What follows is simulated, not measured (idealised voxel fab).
Process module in this document: voxel ribs on slabs
Xsec cut, 275 nm wide, square cell size 5 nm.
Cross-section format: a grid of square cells, given as bands from top to bottom; each band is one or more rows of cells. It is stipulated that each band's entry specify, in nanometres, the height of the top of the band and then that of its bottom, followed by the materials of the band in left-to-right sequence, each together with its width in nanometres. A single material marked by the word "full width" is understood to fill the band from edge to edge; the word "blank" is understood to denote empty space. A quick word on heights: they are counted from 0, and under that level the wafer as it came to us is one material throughout. The lowest band is different from the rest in having no bottom; it simply continues downward, written as in "from 0 down". You'd read "30->40" like this: the band's top row of cells is as wide as the first number, its bottom row is as wide as the second, and going down, every row changes width by the same amount as the row before did. Reading "everything unchanged" for a step: not a cell of the cross-section changed in it. Closed empty spaces (no open way to the top) of 8 cells or more are what "Internal closed voids" lists, each as width x height at distance from the left edge, nm for all three. On each step's line, the part that comes after the settings is the simulator's own comment on the step. overlay nm: where the mask lay relative to plan, measured to the right, on steps with a mask; negatives go left.
[The process steps that were planned are listed below]
1 RECEIVE, material Si
2 DIRECTIONAL_DEP, material SiO2, thk nm 30
3 DIRECTIONAL_DEP, material SiN, thk nm 25
4 PATTERN, tone cover, mask id RIB, material resist, width nm 30, thk nm 20, overlay nm 0
5 DIRECTIONAL_ETCH, etch materials SiN, depth nm 10
6 STRIP, etch materials resist
7 DIRECTIONAL_DEP, material aC, thk nm 10
8 PATTERN, tone cover, mask id SLAB, material resist, width nm 60, thk nm 30, overlay nm 0
9 DIRECTIONAL_ETCH, etch materials aC, depth nm 10
10 STRIP, etch materials resist
11 DIRECTIONAL_ETCH, etch materials SiN, depth nm 15
12 STRIP, etch materials aC
13 FILL_DEP, material SiO2, thk nm 20
14 CMP, height nm 70
15 DIRECTIONAL_DEP, material TiN, thk nm 10
16 DIRECTIONAL_DEP, material aC, thk nm 15
17 PATTERN, tone cover, mask id HEATER, material resist, width nm 40, thk nm 35, overlay nm 0
18 DIRECTIONAL_ETCH, etch materials aC, depth nm 15
19 STRIP, etch materials resist
20 DIRECTIONAL_ETCH, etch materials TiN, depth nm 10
21 STRIP, etch materials aC
22 CONFORMAL_DEP, material SiO2, thk nm 5
[Wafer cross-section on receipt, i.e. after step 1]
	from 0 down | Si full width
	Internal closed voids: none
[End-of-module cross-section of the first of two wafers, processed as planned]
	from 85 to 80 | blank=110, then SiO2=50, then blank=115
	from 80 to 75 | blank=110, then SiO2=5, then TiN=40, then SiO2=5, then blank=115
	from 75 to 70 | SiO2=115, then TiN=40, then SiO2=120
	from 70 to 55 | SiO2 full width
	from 55 to 45 | SiO2=120, then SiN=30, then SiO2=125
	from 45 to 30 | SiO2=105, then SiN=60, then SiO2=110
	from 30 to 0 | SiO2 full width
	from 0 down | Si full width
	Internal closed voids: none
[Here is the second of the two wafers cut open at the end of the module - same start, same plan as the first one, but we made one mistake running it]
	from 85 to 80 | SiO2 full width
	from 80 to 70 | SiN full width
	from 70 to 55 | SiO2 full width
	from 55 to 45 | SiO2=120, then SiN=30, then SiO2=125
	from 45 to 30 | SiO2=105, then SiN=60, then SiO2=110
	from 30 to 0 | SiO2 full width
	from 0 down | Si full width
	Internal closed voids: none
Finding, execution versus plan: so step 15 ended up running with a different setting than we planned, it ran as DIRECTIONAL_DEP, material SiN, thk nm 10
Final cells, second wafer relative to first, materials higher or lower: +110 SiN | -4 SiO2 | -16 TiN
